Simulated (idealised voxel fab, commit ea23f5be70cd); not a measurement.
You're looking at the process module voxel self aligned contacts.
Displayed cross-section: cut, width of 200 nm, square cells sized 5 nm.
Square cells in a grid make up a cross-section in this document, and the grid is given as bands, listed from the top down, each one or more rows of cells. Basically the band line says how high the top is and how high the bottom is, in nm, and then what's in it from left to right, every material with its width in nm. Empty space shows up as "air", and if a single material carries "full width" it runs the full band edge to edge. Zero point of the height axis is 0; under it, received wafer = one material. Lowest band: continues down indefinitely, "0..down". Width spec "30 to 40" -> top row of cells at first value, bottom row at second value, equal per-row change in between. Take "no modification" at face value: in the step it is given for, the cross-section changed in none of its cells. "Non-vented voids" specifies each empty space that is not open to the top and that occupies no fewer than 8 cells, using the form width x height at distance, the distance measured from the left edge and all three quantities in nm. Note: text after step settings on the step line = simulator remark on that step. A step's line can hold "overlay nm"; with a mask on that step, the setting says how far right of the planned place the mask lay, while a negative setting says it lay to the left.
Set out below are the planned steps of the process
1: RECEIVE [material Si]
2: CONFORMAL_DEP [material SiO2] [thk nm 5]
3: DIRECTIONAL_DEP [material polySi] [thk nm 25]
4: DIRECTIONAL_DEP [material SiN] [thk nm 20]
5: DIRECTIONAL_DEP [material aC] [thk nm 15]
6: PATTERN [tone cover] [mask id GATE] [material resist] [width nm 35] [pitch nm 70] [thk nm 35] [overlay nm -15]
7: DIRECTIONAL_ETCH [etch materials aC] [depth nm 15]
8: STRIP [etch materials resist]
9: DIRECTIONAL_ETCH [etch materials SiN] [depth nm 20]
10: DIRECTIONAL_ETCH [etch materials polySi] [depth nm 25]
11: STRIP [etch materials aC]
12: CONFORMAL_DEP [material SiN] [thk nm 10]
13: DIRECTIONAL_ETCH [etch materials SiN] [depth nm 10]
14: FILL_DEP [material SiO2] [thk nm 10]
15: CMP [height nm 55]
16: PATTERN [tone open] [mask id CONTACT] [material resist] [width nm 55] [thk nm 15] [overlay nm 0]
17: DIRECTIONAL_ETCH [etch materials SiO2] [depth nm 55]
18: STRIP [etch materials resist]
19: CONFORMAL_DEP [material TiN] [thk nm 5]
20: FILL_DEP [material W] [thk nm 5]
21: CMP [height nm 55]
22: CONFORMAL_DEP [material SiN] [thk nm 5]
Wafer-to-wafer difference: overlay nm, step 6. Common start. Plan = first wafer's value.
Cross-section of the first of several received wafers, showing its state after step 1
	0..down  Si full width
	Non-vented voids: none
Basically each wafer gets a line in the table, showing it at the end of the module: material by material, the cells it gained (+) or lost (-) since we got it, then its closed voids
overlay nm -15; +168 SiN; +201 SiO2; +31 TiN; +10 W; +70 polySi; Non-vented voids: none
overlay nm -10; +168 SiN; +201 SiO2; +31 TiN; +10 W; +70 polySi; Non-vented voids: none
overlay nm -5; +168 SiN; +201 SiO2; +31 TiN; +10 W; +70 polySi; Non-vented voids: none
overlay nm 0; +168 SiN; +201 SiO2; +31 TiN; +10 W; +70 polySi; Non-vented voids: none
overlay nm 5; +168 SiN; +201 SiO2; +31 TiN; +10 W; +70 polySi; Non-vented voids: none
overlay nm 10; +168 SiN; +201 SiO2; +31 TiN; +10 W; +70 polySi; Non-vented voids: none
overlay nm 15; +168 SiN; +201 SiO2; +31 TiN; +10 W; +70 polySi; Non-vented voids: none
